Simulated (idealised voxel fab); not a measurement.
Process module under the name voxel transistor to metal
Cross-section cut spans 205 nm and uses square cells 5 nm in size.
Cross-section spec: square-cell grid; bands listed top down; each band is one or more rows.
Quick guide to a band line: top height, bottom height (nm) up front; then every material left to right with its width in nm. Only one material and it's marked "everywhere"? Then it fills the band edge to edge. And "blank" just means empty space.
All heights in this document are referenced to 0, defined as the level beneath which the wafer, as received, consists entirely of one material. The lowest band is not bounded below; it extends indefinitely downward and is written in the form "z 0 and below".
A width such as "30..40" changes by the same amount from each row of cells to the next, from the band's top row to its bottom row.
A step reported as "stayed the same" is a step in which no cell of the cross-section changed.
Listed in "Unvented voids": every empty space of 8 or more cells without an open way to the top. Form: width x height at distance, the distance being from the left edge, all in nm.
Heads up: the bit after the settings on a step's line is the simulator's remark on that step.
You can add "overlay nm" to a step's line. For a step with a mask, it describes how far the mask lay to the right of its planned position, and a negative number describes a lay to the left.
### plan
1 RECEIVE: material Si
2 CONFORMAL_DEP: material SiO2, thk nm 5
3 CONFORMAL_DEP: material SiN, thk nm 15
4 PATTERN: tone cover, mask id ACTIVE, material resist, width nm 105, thk nm 20, overlay nm 0
5 DIRECTIONAL_ETCH: etch materials SiN, depth nm 15
6 DIRECTIONAL_ETCH: etch materials SiO2, depth nm 5
7 DIRECTIONAL_ETCH: etch materials Si, depth nm 30
8 STRIP: etch materials resist
9 OXIDIZE: depth nm 5
10 FILL_DEP: material SiO2, thk nm 15
11 CMP: height nm 20
12 SELECTIVE_ETCH: etch materials SiO2, depth nm 15
13 STRIP: etch materials SiN
14 SELECTIVE_ETCH: etch materials SiO2, depth nm 5
15 OXIDIZE: depth nm 5
16 DIRECTIONAL_DEP: material polySi, thk nm 25
17 DIRECTIONAL_DEP: material SiCN, thk nm 10
18 PATTERN: tone cover, mask id GATE, material resist, width nm 25, thk nm 15, overlay nm 0
19 DIRECTIONAL_ETCH: etch materials SiCN, depth nm 20
20 DIRECTIONAL_ETCH: etch materials polySi, depth nm 35
21 STRIP: etch materials resist
22 CONFORMAL_DEP: material SiN, thk nm 10
23 DIRECTIONAL_ETCH: etch materials SiN, depth nm 10
24 DIRECTIONAL_ETCH: etch materials SiO2, depth nm 5
25 EPI: material nSi, thk nm 5
26 FILL_DEP: material SiO2, thk nm 10
27 CMP: height nm 25
28 STRIP: etch materials polySi
29 SELECTIVE_ETCH: etch materials SiO2, depth nm 5
30 CONFORMAL_DEP: material HfO2, thk nm 5
31 CONFORMAL_DEP: material TiN, thk nm 5
32 FILL_DEP: material W, thk nm 10
33 CMP: height nm 20
34 DIRECTIONAL_DEP: material SiO2, thk nm 15
35 MASKED_ETCH: tone open, mask id CONTACT, width nm 15, pitch nm 80, etch materials SiO2, depth nm 35, overlay nm 0
36 CONFORMAL_DEP: material TiN, thk nm 5
37 FILL_DEP: material W, thk nm 5
38 CMP: height nm 35
39 DIRECTIONAL_DEP: material TiN, thk nm 5
40 DIRECTIONAL_DEP: material W, thk nm 15
41 DIRECTIONAL_DEP: material aC, thk nm 10
42 PATTERN: tone cover, mask id METAL_1, material resist, width nm 15, pitch nm 80, thk nm 25, overlay nm 0
43 DIRECTIONAL_ETCH: etch materials aC, depth nm 10
44 STRIP: etch materials resist
45 DIRECTIONAL_ETCH: etch materials W, depth nm 15
46 DIRECTIONAL_ETCH: etch materials TiN, depth nm 5
47 STRIP: etch materials aC
48 CONFORMAL_DEP: material SiCN, thk nm 5
49 FILL_DEP: material SiO2, thk nm 10
50 CMP: height nm 55
51 CONFORMAL_DEP: material SiCN, thk nm 5
52 DIRECTIONAL_DEP: material SiO2, thk nm 30
53 MASKED_ETCH: tone open, mask id METAL_2, width nm 15, pitch nm 80, etch materials SiO2, depth nm 20, overlay nm 0
54 DIRECTIONAL_DEP: material aC, thk nm 15
55 PATTERN: tone open, mask id METAL_2_HOLES, material resist, width nm 15, pitch nm 80, thk nm 35, overlay nm 0
56 DIRECTIONAL_ETCH: etch materials aC, depth nm 15
57 STRIP: etch materials resist
58 DIRECTIONAL_ETCH: etch materials SiO2, depth nm 10
59 DIRECTIONAL_ETCH: etch materials SiCN, depth nm 5
60 STRIP: etch materials aC
61 CONFORMAL_DEP: material TiN, thk nm 5
62 FILL_DEP: material Cu, thk nm 5
63 CMP: height nm 90
64 CONFORMAL_DEP: material SiCN, thk nm 5
### Shown in cross-section is the wafer as received, that is, as it stands after step 1
* z 0 and below = Si everywhere
* Unvented voids: none
### First of two wafers at the end of the module, shown in cross-section; run carried out as planned
* z 95 to 90 = SiCN everywhere
* z 90 to 60 = SiO2 55 nm | TiN 5 nm | Cu 5 nm | TiN 5 nm | SiO2 65 nm | TiN 5 nm | Cu 5 nm | TiN 5 nm | SiO2 55 nm
* z 60 to 55 = SiCN 55 nm | TiN 15 nm | SiCN 65 nm | TiN 15 nm | SiCN 55 nm
* z 55 to 40 = SiO2 50 nm | SiCN 5 nm | W 15 nm | SiCN 5 nm | SiO2 55 nm | SiCN 5 nm | W 15 nm | SiCN 5 nm | SiO2 50 nm
* z 40 to 35 = SiCN 55 nm | TiN 15 nm | SiCN 65 nm | TiN 15 nm | SiCN 55 nm
* z 35 to 20 = SiO2 55 nm | TiN 5 nm | W 5 nm | TiN 5 nm | SiO2 65 nm | TiN 5 nm | W 5 nm | TiN 5 nm | SiO2 55 nm
* z 20 to 5 = SiO2 55 nm | TiN 5 nm | W 5 nm | TiN 5 nm | SiO2 10 nm | SiN 10 nm | HfO2 5 nm | TiN 5 nm | W 5 nm | TiN 5 nm | HfO2 5 nm | SiN 10 nm | SiO2 10 nm | TiN 5 nm | W 5 nm | TiN 5 nm | SiO2 55 nm
* z 5 to 0 = SiO2 55 nm | TiN 15 nm | SiO2 10 nm | SiN 10 nm | HfO2 5 nm | TiN 15 nm | HfO2 5 nm | SiN 10 nm | SiO2 10 nm | TiN 15 nm | SiO2 55 nm
* z 0 to -5 = SiO2 50 nm | nSi 30 nm | SiO2 5 nm | HfO2 35 nm | SiO2 5 nm | nSi 30 nm | SiO2 50 nm
* z -5 to -35 = SiO2 55 nm | Si 95 nm | SiO2 55 nm
* z -35 and below = Si everywhere
* Unvented voids: none
### Wafer two cross-section, module end. Start and plan unchanged from wafer one; one mistake made during the run
* z 95 to 90 = SiCN everywhere
* z 90 to 60 = SiO2 55 nm | TiN 5 nm | Cu 5 nm | TiN 5 nm | SiO2 65 nm | TiN 5 nm | Cu 5 nm | TiN 5 nm | SiO2 55 nm
* z 60 to 55 = SiCN 55 nm | TiN 15 nm | SiCN 65 nm | TiN 15 nm | SiCN 55 nm
* z 55 to 40 = SiO2 50 nm | SiCN 5 nm | W 15 nm | SiCN 5 nm | SiO2 55 nm | SiCN 5 nm | W 15 nm | SiCN 5 nm | SiO2 50 nm
* z 40 to 35 = SiCN 55 nm | TiN 15 nm | SiCN 65 nm | TiN 15 nm | SiCN 55 nm
* z 35 to 20 = SiO2 55 nm | TiN 5 nm | W 5 nm | TiN 5 nm | SiO2 65 nm | TiN 5 nm | W 5 nm | TiN 5 nm | SiO2 55 nm
* z 20 to 5 = SiO2 55 nm | TiN 5 nm | W 5 nm | TiN 5 nm | SiO2 10 nm | SiN 10 nm | HfO2 5 nm | TiN 5 nm | W 5 nm | TiN 5 nm | HfO2 5 nm | SiN 10 nm | SiO2 10 nm | TiN 5 nm | W 5 nm | TiN 5 nm | SiO2 55 nm
* z 5 to 0 = SiO2 55 nm | TiN 15 nm | SiO2 10 nm | SiN 10 nm | HfO2 5 nm | TiN 15 nm | HfO2 5 nm | SiN 10 nm | SiO2 10 nm | TiN 15 nm | SiO2 55 nm
* z 0 to -5 = SiO2 50 nm | nSi 30 nm | SiO2 5 nm | HfO2 35 nm | SiO2 5 nm | nSi 35 nm | SiO2 45 nm
* z -5 to -35 = SiO2 55 nm | Si 100 nm | SiO2 50 nm
* z -35 and below = Si everywhere
* Unvented voids: none
Against the plan, the run slipped here: in deviation from the planned setting, step 4 was conducted as PATTERN: tone cover, mask id ACTIVE, material resist, width nm 110, thk nm 20, overlay nm 0
Bottom line after processing is that, in cells, the second wafer is up or down on some materials versus the first: Si +6 | SiO2 -7 | nSi +1
